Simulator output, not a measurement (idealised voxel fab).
Documented hereafter: the process module known as voxel self aligned vias.
Xsec cut, 225 nm wide, square cell size 5 nm.
This document writes a cross-section as a grid whose cells are square, and gives it as bands, listed from the top down; one or more rows of cells form a band. Read a band's entry like this: the first values are the height of its top and the height of its bottom in nm, and what follows is the sequence of materials from left to right, each with its width in nm. Note that "blank" is empty space, and that a single material marked "everywhere" reaches across the band from edge to edge. Beneath 0, the wafer as received is one material, and that level is where height counting begins. The lowest band goes on downward without a bottom; it is written like "0 -> down". Read "30..40" as a graded width: first number on top, second number at the bottom, same change between each pair of neighbouring rows. "nothing different" for a step: no cell of the cross-section changed in that step. The entry titled "Sealed-off cavities" provides the empty spaces that have no open way to the top, restricted to those of 8 cells or more. Each is presented as width x height at distance, the distance being measured from the left edge, with all three in nm. What comes after the settings on a step's line is commentary from the simulator itself on that step. A step's line can hold "overlay nm"; with a mask on that step, the setting says how far right of the planned place the mask lay, while a negative setting says it lay to the left.
## Steps planned for the process
1,RECEIVE with material Si
2,CONFORMAL_DEP with material SiO2, thk nm 10
3,CONFORMAL_DEP with material SiCN, thk nm 5
4,DIRECTIONAL_DEP with material lowk, thk nm 20
5,MASKED_ETCH with tone open, mask id LINES, width nm 30, pitch nm 70, etch materials lowk, depth nm 20, overlay nm 0
6,CONFORMAL_DEP with material TiN, thk nm 5
7,FILL_DEP with material W, thk nm 5
8,CMP with height nm 35
9,SELECTIVE_ETCH with etch materials W Ru TiN, depth nm 5
10,FILL_DEP with material SiN, thk nm 10
11,CMP with height nm 35
12,DIRECTIONAL_DEP with material lowk, thk nm 15
13,DIRECTIONAL_DEP with material aC, thk nm 15
14,PATTERN with tone open, mask id VIAS, material resist, width nm 40, pitch nm 70, thk nm 35, overlay nm 0
15,DIRECTIONAL_ETCH with etch materials aC, depth nm 15
16,STRIP with etch materials resist
17,DIRECTIONAL_ETCH with etch materials lowk, depth nm 15
18,DIRECTIONAL_ETCH with etch materials SiN, depth nm 5
19,STRIP with etch materials aC
20,CONFORMAL_DEP with material TiN, thk nm 5
21,FILL_DEP with material Ru, thk nm 10
22,CMP with height nm 50
23,CONFORMAL_DEP with material SiN, thk nm 5
## Delivered wafer in cross-section: state after step 1
* 0 -> down: Si everywhere
* Sealed-off cavities: none
## One mistake in running the module, otherwise start and plan as above: cross-section at the end
* 55 -> 50: SiN everywhere
* 50 -> 40: 20 nm lowk; 5 nm TiN; 30 nm Ru; 5 nm TiN; 30 nm lowk; 5 nm TiN; 30 nm Ru; 5 nm TiN; 30 nm lowk; 5 nm TiN; 30 nm Ru; 5 nm TiN; 25 nm lowk
* 40 -> 35: 20 nm lowk; 40 nm TiN; 30 nm lowk; 40 nm TiN; 30 nm lowk; 40 nm TiN; 25 nm lowk
* 35 -> 30: 20 nm SiN; 5 nm TiN; 30 nm lowk; 5 nm TiN; 30 nm SiN; 5 nm TiN; 30 nm lowk; 5 nm TiN; 30 nm SiN; 5 nm TiN; 30 nm lowk; 5 nm TiN; 25 nm SiN
* 30 -> 20: 20 nm W; 5 nm TiN; 30 nm lowk; 5 nm TiN; 30 nm W; 5 nm TiN; 30 nm lowk; 5 nm TiN; 30 nm W; 5 nm TiN; 30 nm lowk; 5 nm TiN; 25 nm W
* 20 -> 15: 25 nm TiN; 30 nm lowk; 40 nm TiN; 30 nm lowk; 40 nm TiN; 30 nm lowk; 30 nm TiN
* 15 -> 10: SiCN everywhere
* 10 -> 0: SiO2 everywhere
* 0 -> down: Si everywhere
* Sealed-off cavities: none
Misprocessing identified: it should be noted that step 5 was executed with settings other than those planned, the operation and settings actually applied being MASKED_ETCH with tone cover, mask id LINES, width nm 30, pitch nm 70, etch materials lowk, depth nm 20, overlay nm 0
